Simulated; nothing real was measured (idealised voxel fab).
This is a process module. Its name is voxel spacer lines.
It is cross-section cut that appears here, measuring 210 nm in width, its square cells being 5 nm in size.
Format of a cross-section: grid, square cells. Given as bands. Order: top down. Band: one or more rows of cells. Read a band's entry like this: the first values are the height of its top and the height of its bottom in nm, and what follows is the sequence of materials from left to right, each with its width in nm. Note that "air" is empty space, and that a single material marked "full width" reaches across the band from edge to edge. Zero point of the height axis is 0; under it, received wafer = one material. Lowest band: continues down indefinitely, "0 and below". A width such as "30 to 40" changes by the same amount from each row of cells to the next, from the band's top row to its bottom row. "left unchanged" for a step: no cell of the cross-section changed in that step. "Closed voids list" enumerates empty spaces isolated from the top, with no open way to it, that contain at least 8 cells, giving each as width x height at distance from the left edge, all three in nm. Past the settings on a step's line: simulator remark, on that step. overlay nm: right-of-plan distance of the mask on a masked step; negative values mean left-of-plan.

Listed below are the process steps as planned
1) RECEIVE [material Si]
2) CONFORMAL_DEP [material Al2O3] [thk nm 10]
3) DIRECTIONAL_DEP [material W] [thk nm 5]
4) DIRECTIONAL_DEP [material aC] [thk nm 30]
5) PATTERN [tone cover] [mask id MANDREL] [material resist] [width nm 20] [pitch nm 70] [thk nm 35] [overlay nm 0]
6) DIRECTIONAL_ETCH [etch materials aC] [depth nm 30]
7) STRIP [etch materials resist]
8) CONFORMAL_DEP [material SiO2] [thk nm 15]
9) DIRECTIONAL_ETCH [etch materials SiO2] [depth nm 15]
10) STRIP [etch materials aC]
11) DIRECTIONAL_ETCH [etch materials W] [depth nm 15]
12) STRIP [etch materials SiO2]
13) FILL_DEP [material lowk] [thk nm 10]
14) CMP [height nm 25]
For this document, wafers share an identical start and vary in the step 3 thk nm; the plan quotes the first wafer's value.

Cross-section, first of several wafers, as delivered after step 1
* 0 and below  Si full width
* Closed voids list: none

For your reference, the table is organized with a row per wafer; each row reflects the wafer at the end of the module, indicating for each material the cells gained (+) or lost (-) since receipt, and thereafter its closed voids
thk nm 5 | +84 Al2O3 | +12 W | +114 lowk | Closed voids list: none
thk nm 10 | +84 Al2O3 | +24 W | +102 lowk | Closed voids list: none
thk nm 15 | +84 Al2O3 | +36 W | +90 lowk | Closed voids list: none
thk nm 20 | +84 Al2O3 | +66 W | +60 lowk | Closed voids list: none
thk nm 25 | +84 Al2O3 | +96 W | +30 lowk | Closed voids list: none
thk nm 30 | +84 Al2O3 | +126 W | Closed voids list: none
